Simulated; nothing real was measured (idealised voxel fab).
The process module presented herein is designated voxel ribs on slabs.
The cross-section shown here is cut; it is 255 nm wide and divided into square cells measuring 5 nm on a side.
Cross-section layout: square cells on a grid; listed as bands, top to bottom; a band spans one or more cell rows. Basically the band line says how high the top is and how high the bottom is, in nm, and then what's in it from left to right, every material with its width in nm. Empty space shows up as "air", and if a single material carries "everywhere" it runs the full band edge to edge. Basically, 0 is our baseline, since under it the wafer straight out of the box is all one material. The bottom band has no lower end and keeps on going down, so it looks like "0 -> down". With a width like "30..40", each row of cells in the band differs from the next by the same amount, the top row carrying the first number and the bottom row the second. Where the words "same as before" appear for a step, the cross-section shows no cell changed by that step; every cell remained as before. Reported under the label "Completely sealed voids" are the empty spaces having no open way to the top and comprising 8 cells or more; the notation for each is width x height at distance, in which the distance is measured from the left edge and all three values are in nm. Read whatever lies past the settings on a step's line as the simulator's own remark about the step. On any step carrying a mask, the "overlay nm" setting, if present on the step's line, tells how far right of its planned place the mask lay; negative values point to the left.

[Set out below are the planned steps of the process]
1 RECEIVE | material Si
2 DIRECTIONAL_DEP | material SiO2 | thk nm 20
3 DIRECTIONAL_DEP | material polySi | thk nm 15
4 MASKED_ETCH | tone cover | mask id RIB | width nm 20 | etch materials polySi | depth nm 5 | overlay nm 0
5 DIRECTIONAL_DEP | material aC | thk nm 15
6 PATTERN | tone cover | mask id SLAB | material resist | width nm 70 | thk nm 30 | overlay nm 0
7 DIRECTIONAL_ETCH | etch materials aC | depth nm 15
8 STRIP | etch materials resist
9 DIRECTIONAL_ETCH | etch materials polySi | depth nm 10
10 STRIP | etch materials aC
11 FILL_DEP | material SiO2 | thk nm 20
12 CMP | height nm 45
13 DIRECTIONAL_DEP | material W | thk nm 5
14 MASKED_ETCH | tone cover | mask id HEATER | width nm 30 | etch materials W | depth nm 5 | overlay nm 0
15 CONFORMAL_DEP | material SiN | thk nm 5

[Shown in cross-section is the wafer as received, that is, as it stands after step 1]
  0 -> down  Si everywhere
  Completely sealed voids: none

[First of two wafers, end-of-module section, run followed plan]
  55 -> 50  air: 105  SiN: 40  air: 110
  50 -> 45  SiN: 110  W: 30  SiN: 115
  45 -> 35  SiO2 everywhere
  35 -> 30  SiO2: 115  polySi: 20  SiO2: 120
  30 -> 20  SiO2: 90  polySi: 70  SiO2: 95
  20 -> 0  SiO2 everywhere
  0 -> down  Si everywhere
  Completely sealed voids: none

[Cross-section, second wafer: same start as the first, same plan as the first, one mistake in running it; taken at the end of the module]
  50 -> 45  air: 105  SiN: 40  air: 110
  45 -> 40  SiN: 110  W: 30  SiN: 115
  40 -> 35  SiO2 everywhere
  35 -> 30  SiO2: 115  polySi: 20  SiO2: 120
  30 -> 20  SiO2: 90  polySi: 70  SiO2: 95
  20 -> 0  SiO2 everywhere
  0 -> down  Si everywhere
  Completely sealed voids: none
Heads up, the wafer didn't run the way we planned it: step 12 was run on a setting that differed from the plan, and what really ran there is CMP | height nm 40
at the end the second wafer has, in cells: SiO2 -51
